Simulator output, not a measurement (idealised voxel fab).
Documented hereafter: the process module known as voxel quadruple lines.
The figure presents cross-section cut, which has a width of 230 nm and is divided into square cells with an edge length of 5 nm.
Heads up, the way a cross-section reads in here is a grid of square cells, handed over as bands from the top down, with every band being one or more rows of cells. Band: top height; bottom height; in nm. Then, left to right: material with width in nm, for each material. "edge to edge": a single material spanning edge to edge. "air": empty space. Height reference: 0 = level under which incoming wafer is all one material. Lowest band: no bottom, runs on downward, e.g. "0 -> down". Think of "30 to 40" as a width that walks from the first number to the second as you go down the band, top row to bottom row, taking equal-sized steps from row to row. The cross-section has no changed cell in any step marked "nothing got changed". Entry "Unvented voids". Content: empty spaces with no open connection to the top, size 8 cells or greater. Each: width x height at distance. Distance: from left edge. Unit: nm. It should be noted that, on the line of a given step, the content following the step's settings is a remark produced by the simulator itself with respect to that step. On any step carrying a mask, the "overlay nm" setting, if present on the step's line, tells how far right of its planned place the mask lay; negative values point to the left.
The following list gives the planned process steps:
1 RECEIVE, material Si
2 CONFORMAL_DEP, material SiO2, thk nm 5
3 DIRECTIONAL_DEP, material W, thk nm 15
4 DIRECTIONAL_DEP, material polySi, thk nm 20
5 DIRECTIONAL_DEP, material aC, thk nm 20
6 PATTERN, tone cover, mask id MANDREL, material resist, width nm 30, pitch nm 80, thk nm 25, overlay nm 0
7 DIRECTIONAL_ETCH, etch materials aC, depth nm 20
8 STRIP, etch materials resist
9 CONFORMAL_DEP, material SiO2, thk nm 10
10 DIRECTIONAL_ETCH, etch materials SiO2, depth nm 10
11 STRIP, etch materials aC
12 DIRECTIONAL_ETCH, etch materials polySi, depth nm 20
13 STRIP, etch materials SiO2
14 CONFORMAL_DEP, material SiCN, thk nm 10
15 DIRECTIONAL_ETCH, etch materials SiCN, depth nm 10
16 STRIP, etch materials polySi
17 DIRECTIONAL_ETCH, etch materials W, depth nm 15
18 STRIP, etch materials SiCN
19 FILL_DEP, material SiO2, thk nm 5
20 CMP, height nm 20
Cross-section of the wafer at receipt, which is the condition after step 1:
  0 -> down  Si edge to edge
  Unvented voids: none
Wafer at module end, in section. Began as above, planned as above, run with one mistake:
  20 -> 5  SiO2 35  W 10  SiO2 10  W 10  SiO2 20  W 10  SiO2 10  W 20  SiO2 10  W 10  SiO2 20  W 10  SiO2 10  W 10  SiO2 35
  5 -> 0  SiO2 edge to edge
  0 -> down  Si edge to edge
  Unvented voids: none
The mistake made against the process plan was this: step 6 ran with different settings than intended, the actual operation and settings being PATTERN, tone cover, mask id MANDREL, material resist, width nm 40, pitch nm 80, thk nm 25, overlay nm 0
